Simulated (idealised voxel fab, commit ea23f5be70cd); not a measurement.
process module | voxel wiring stack
cross-section cut | 165 nm wide | cells 5 nm
A cross-section is a grid of square cells, given in bands from the top down. A band is one or more rows of cells.
Each band's line starts with the height of the band's top and of its bottom, in nm. Then come its materials from left to right, each with its width in nm. One material with "throughout" fills the band from edge to edge. "air" is empty space.
Height 0 is the level under which the wafer as received is all one material. The lowest band goes on downwards, as in "0 down".
A width such as "30 to 40" changes by the same amount from each row of cells to the next, from the band's top row to its bottom row.
"no change" after a step means that no cell of the cross-section changed.
closed voids: empty space of 8 cells or more with no open way to the top, each as width x height at its distance from the left edge, in nm
after a step's settings: what the simulator itself notes on the step
overlay nm, on a step with a mask: how far to the right of its planned place the mask lay; to the left if negative
plan
1 op RECEIVE | material Si
2 op CONFORMAL_DEP | material SiO2 | thk nm 15
3 op DIRECTIONAL_DEP | material TiN | thk nm 5
4 op DIRECTIONAL_DEP | material W | thk nm 20
5 op DIRECTIONAL_DEP | material aC | thk nm 10
6 op PATTERN | tone cover | mask id METAL_1 | material resist | width nm 30 | pitch nm 45 | thk nm 30 | overlay nm 0
7 op DIRECTIONAL_ETCH | etch materials aC | depth nm 10
8 op STRIP | etch materials resist
9 op DIRECTIONAL_ETCH | etch materials W | depth nm 20
10 op DIRECTIONAL_ETCH | etch materials TiN | depth nm 5
11 op STRIP | etch materials aC
12 op CONFORMAL_DEP | material SiN | thk nm 5
13 op FILL_DEP | material lowk | thk nm 5
14 op CMP | height nm 40
15 op CONFORMAL_DEP | material SiCN | thk nm 5
16 op DIRECTIONAL_DEP | material SiO2 | thk nm 20
17 op DIRECTIONAL_DEP | material aC | thk nm 10
18 op PATTERN | tone open | mask id PLUG_1 | material resist | width nm 15 | pitch nm 90 | thk nm 25 | overlay nm 0
19 op DIRECTIONAL_ETCH | etch materials aC | depth nm 10
20 op STRIP | etch materials resist
21 op DIRECTIONAL_ETCH | etch materials SiO2 | depth nm 20
22 op DIRECTIONAL_ETCH | etch materials SiCN | depth nm 5
23 op STRIP | etch materials aC
24 op EPI | material Ru | thk nm 10
25 op EPI | material Ru | thk nm 10
26 op EPI | material Ru | thk nm 5
27 op DIRECTIONAL_DEP | material TiN | thk nm 5
28 op DIRECTIONAL_DEP | material W | thk nm 25
29 op DIRECTIONAL_DEP | material aC | thk nm 10
30 op PATTERN | tone cover | mask id METAL_2 | material resist | width nm 30 | pitch nm 45 | thk nm 30 | overlay nm 0
31 op DIRECTIONAL_ETCH | etch materials aC | depth nm 10
32 op STRIP | etch materials resist
33 op DIRECTIONAL_ETCH | etch materials W | depth nm 25
34 op DIRECTIONAL_ETCH | etch materials TiN | depth nm 5
35 op STRIP | etch materials aC
36 op CONFORMAL_DEP | material SiN | thk nm 5
37 op FILL_DEP | material lowk | thk nm 5
38 op CMP | height nm 95
39 op CONFORMAL_DEP | material SiCN | thk nm 5
40 op DIRECTIONAL_DEP | material lowk | thk nm 10
41 op MASKED_ETCH | tone open | mask id PLUG_2 | width nm 15 | pitch nm 90 | etch materials lowk | depth nm 10 | overlay nm 0
42 op MASKED_ETCH | tone open | mask id PLUG_2 | width nm 15 | pitch nm 90 | etch materials SiCN | depth nm 5 | overlay nm 0
43 op EPI | material Ru | thk nm 10
44 op EPI | material Ru | thk nm 5
45 op DIRECTIONAL_DEP | material TiN | thk nm 5
46 op DIRECTIONAL_DEP | material W | thk nm 15
47 op MASKED_ETCH | tone cover | mask id METAL_3 | width nm 30 | pitch nm 45 | etch materials W | depth nm 15 | overlay nm 0
48 op MASKED_ETCH | tone cover | mask id METAL_3 | width nm 30 | pitch nm 45 | etch materials TiN | depth nm 5 | overlay nm 0
49 op FILL_DEP | material SiO2 | thk nm 10
50 op CMP | height nm 130
51 op CONFORMAL_DEP | material SiCN | thk nm 5
52 op DIRECTIONAL_DEP | material lowk | thk nm 10
53 op PATTERN | tone open | mask id PLUG_3 | material resist | width nm 15 | pitch nm 45 | thk nm 20 | overlay nm 0
54 op DIRECTIONAL_ETCH | etch materials lowk | depth nm 10
55 op DIRECTIONAL_ETCH | etch materials SiCN | depth nm 5
56 op STRIP | etch materials resist
57 op CONFORMAL_DEP | material TiN | thk nm 5
58 op FILL_DEP | material Cu | thk nm 5
59 op CMP | height nm 145
60 op DIRECTIONAL_DEP | material TiN | thk nm 5
61 op DIRECTIONAL_DEP | material W | thk nm 20
62 op MASKED_ETCH | tone cover | mask id METAL_4 | width nm 30 | pitch nm 45 | etch materials W | depth nm 20 | overlay nm 0
63 op MASKED_ETCH | tone cover | mask id METAL_4 | width nm 30 | pitch nm 45 | etch materials TiN | depth nm 5 | overlay nm 0
64 op CONFORMAL_DEP | material SiCN | thk nm 5
65 op FILL_DEP | material SiO2 | thk nm 10
66 op CMP | height nm 170
67 op CONFORMAL_DEP | material SiCN | thk nm 5
varied across the wafers: thk nm of step 57. The plan shows the first wafer's value. All wafers start alike
first wafer as received, after step 1
  0 down: Si throughout
  closed voids: none
each wafer at the end: cells of each material gained (+) or lost (-) since it was received, then its closed voids
thk nm 5 | +6 Cu | +48 Ru | +150 SiCN | +84 SiN | +303 SiO2 | +93 TiN | +288 W | +183 lowk | closed voids: none
thk nm 10 | +48 Ru | +150 SiCN | +84 SiN | +303 SiO2 | +99 TiN | +288 W | +183 lowk | closed voids: none
thk nm 15 | +48 Ru | +150 SiCN | +84 SiN | +303 SiO2 | +99 TiN | +288 W | +183 lowk | closed voids: none
thk nm 20 | +48 Ru | +150 SiCN | +84 SiN | +303 SiO2 | +99 TiN | +288 W | +183 lowk | closed voids: none
